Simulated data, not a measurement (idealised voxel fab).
This section sets out a process module, namely voxel ribs on slabs.
For reference, the cross-section in this document is cut, with width 285 nm and square cells of 5 nm.
Cross-section, as written here: a square-cell grid given band by band from the top down, where a band holds one or more rows of cells.
For a band, the entry starts with two heights in nm, that of the top and then that of the bottom, and carries on with the band's materials in order from left to right, each alongside its width in nm; the word "throughout" beside a single material means it fills the band edge to edge, and "blank" means empty space.
All heights in this document are referenced to 0, defined as the level beneath which the wafer, as received, consists entirely of one material. The lowest band is not bounded below; it extends indefinitely downward and is written in the form "top 0, no bottom".
You'd read "30->40" like this: the band's top row of cells is as wide as the first number, its bottom row is as wide as the second, and going down, every row changes width by the same amount as the row before did.
A step reported as "no change" is a step in which no cell of the cross-section changed.
If an empty space has no open way to the top and is at least 8 cells in size, "Enclosed void listing" lists it, written width x height at distance, where distance is measured from the left edge and every value is in nm.
Anything after a step's settings on that line? It's the simulator's own note about the step.
When a step includes a mask, the "overlay nm" setting on its line states how far to the right of its planned place that mask lay, and negative values state how far to the left.
INTENDED PROCESS STEPS
| 1 | RECEIVE,material Si |
| 2 | DIRECTIONAL_DEP,material SiO2,thk nm 30 |
| 3 | DIRECTIONAL_DEP,material SiN,thk nm 25 |
| 4 | DIRECTIONAL_DEP,material aC,thk nm 10 |
| 5 | PATTERN,tone cover,mask id RIB,material resist,width nm 30,thk nm 25,overlay nm 0 |
| 6 | DIRECTIONAL_ETCH,etch materials aC,depth nm 10 |
| 7 | STRIP,etch materials resist |
| 8 | DIRECTIONAL_ETCH,etch materials SiN,depth nm 5 |
| 9 | STRIP,etch materials aC |
| 10 | MASKED_ETCH,tone cover,mask id SLAB,width nm 60,etch materials SiN,depth nm 20,overlay nm 0 |
| 11 | FILL_DEP,material SiO2,thk nm 25 |
| 12 | CMP,height nm 70 |
| 13 | DIRECTIONAL_DEP,material TiN,thk nm 10 |
| 14 | PATTERN,tone cover,mask id HEATER,material resist,width nm 40,thk nm 20,overlay nm 0 |
| 15 | DIRECTIONAL_ETCH,etch materials TiN,depth nm 10 |
| 16 | STRIP,etch materials resist |
| 17 | CONFORMAL_DEP,material SiN,thk nm 5 |
CONCERNING THE FIRST OF TWO WAFERS, WHICH WAS RUN IN ACCORDANCE WITH THE PLAN
INCOMING WAFER IN CROSS-SECTION (STATE: AFTER STEP 1)
    top 0, no bottom | Si throughout
    Enclosed void listing: none
HOW THE WAFER STANDS IN SECTION AFTER STEP 2
    top 30, bottom 0 | SiO2 throughout
    Beneath the level 0, the cross-section is identical to its previous state.
HOW THE WAFER STANDS IN SECTION AFTER STEP 3
    top 55, bottom 30 | SiN throughout
    Beneath the level 30, the cross-section is identical to its previous state.
HOW THE WAFER STANDS IN SECTION AFTER STEP 4
    top 65, bottom 55 | aC throughout
    Beneath the level 55, the cross-section is identical to its previous state.
HOW THE WAFER STANDS IN SECTION AFTER STEP 5
    top 90, bottom 65 | blank=125 / resist=30 / blank=130
    Beneath the level 65, the cross-section is identical to its previous state.
HOW THE WAFER STANDS IN SECTION AFTER STEP 6
    top 80, bottom 65 | blank=125 / resist=30 / blank=130
    top 65, bottom 55 | blank=125 / aC=30 / blank=130
    Beneath the level 55, the cross-section is identical to its previous state.
HOW THE WAFER STANDS IN SECTION AFTER STEP 7
    top 65, bottom 55 | blank=125 / aC=30 / blank=130
    Beneath the level 55, the cross-section is identical to its previous state.
HOW THE WAFER STANDS IN SECTION AFTER STEP 8
    top 65, bottom 55 | blank=125 / aC=30 / blank=130
    top 55, bottom 50 | blank=125 / SiN=30 / blank=130
    Beneath the level 50, the cross-section is identical to its previous state.
HOW THE WAFER STANDS IN SECTION AFTER STEP 9
    top 55, bottom 50 | blank=125 / SiN=30 / blank=130
    Beneath the level 50, the cross-section is identical to its previous state.
HOW THE WAFER STANDS IN SECTION AFTER STEP 10
    top 55, bottom 50 | blank=125 / SiN=30 / blank=130
    top 50, bottom 30 | blank=110 / SiN=60 / blank=115
    Beneath the level 30, the cross-section is identical to its previous state.
HOW THE WAFER STANDS IN SECTION AFTER STEP 11
    top 80, bottom 55 | SiO2 throughout
    top 55, bottom 50 | SiO2=125 / SiN=30 / SiO2=130
    top 50, bottom 30 | SiO2=110 / SiN=60 / SiO2=115
    Beneath the level 30, the cross-section is identical to its previous state.
HOW THE WAFER STANDS IN SECTION AFTER STEP 12
    top 70, bottom 55 | SiO2 throughout
    Beneath the level 55, the cross-section is identical to its previous state.
HOW THE WAFER STANDS IN SECTION AFTER STEP 13
    top 80, bottom 70 | TiN throughout
    Beneath the level 70, the cross-section is identical to its previous state.
HOW THE WAFER STANDS IN SECTION AFTER STEP 14
    top 100, bottom 80 | blank=120 / resist=40 / blank=125
    Beneath the level 80, the cross-section is identical to its previous state.
HOW THE WAFER STANDS IN SECTION AFTER STEP 15
    top 100, bottom 80 | blank=120 / resist=40 / blank=125
    top 80, bottom 70 | blank=120 / TiN=40 / blank=125
    Beneath the level 70, the cross-section is identical to its previous state.
HOW THE WAFER STANDS IN SECTION AFTER STEP 16
    top 80, bottom 70 | blank=120 / TiN=40 / blank=125
    Beneath the level 70, the cross-section is identical to its previous state.
HOW THE WAFER STANDS IN SECTION AFTER STEP 17
    top 85, bottom 80 | blank=115 / SiN=50 / blank=120
    top 80, bottom 75 | blank=115 / SiN=5 / TiN=40 / SiN=5 / blank=120
    top 75, bottom 70 | SiN=120 / TiN=40 / SiN=125
    Beneath the level 70, the cross-section is identical to its previous state.
NOW THE OTHER WAFER: SAME START, SAME RECIPE, BUT WE MESSED UP ONE THING WHEN RUNNING IT. UP TO AND INCLUDING STEP 11 IT'S THE SAME AS THE FIRST ONE
HERE IS THE SECOND WAFER IN CROSS-SECTION AT THE POINT WHERE STEP 12 OF THE PLAN SHOULD HAVE BEEN DONE
    top 65, bottom 55 | SiO2 throughout
    Beneath the level 55, the cross-section is identical to its previous state.
HERE IS THE SECOND WAFER IN CROSS-SECTION AT THE POINT WHERE STEP 13 OF THE PLAN SHOULD HAVE BEEN DONE
    top 75, bottom 65 | TiN throughout
    Beneath the level 65, the cross-section is identical to its previous state.
HERE IS THE SECOND WAFER IN CROSS-SECTION AT THE POINT WHERE STEP 14 OF THE PLAN SHOULD HAVE BEEN DONE
    top 95, bottom 75 | blank=120 / resist=40 / blank=125
    Beneath the level 75, the cross-section is identical to its previous state.
HERE IS THE SECOND WAFER IN CROSS-SECTION AT THE POINT WHERE STEP 15 OF THE PLAN SHOULD HAVE BEEN DONE
    top 95, bottom 75 | blank=120 / resist=40 / blank=125
    top 75, bottom 65 | blank=120 / TiN=40 / blank=125
    Beneath the level 65, the cross-section is identical to its previous state.
HERE IS THE SECOND WAFER IN CROSS-SECTION AT THE POINT WHERE STEP 16 OF THE PLAN SHOULD HAVE BEEN DONE
    top 75, bottom 65 | blank=120 / TiN=40 / blank=125
    Beneath the level 65, the cross-section is identical to its previous state.
HERE IS THE SECOND WAFER IN CROSS-SECTION AT THE POINT WHERE STEP 17 OF THE PLAN SHOULD HAVE BEEN DONE
    top 80, bottom 75 | blank=115 / SiN=50 / blank=120
    top 75, bottom 70 | blank=115 / SiN=5 / TiN=40 / SiN=5 / blank=120
    top 70, bottom 65 | SiN=120 / TiN=40 / SiN=125
    Beneath the level 65, the cross-section is identical to its previous state.
Against the plan, the run slipped here: step 12 was processed under conditions differing from the plan, specifically as CMP,height nm 65
Final difference in cells, second wafer against first, listed per material as more or fewer: 57 fewer of SiO2
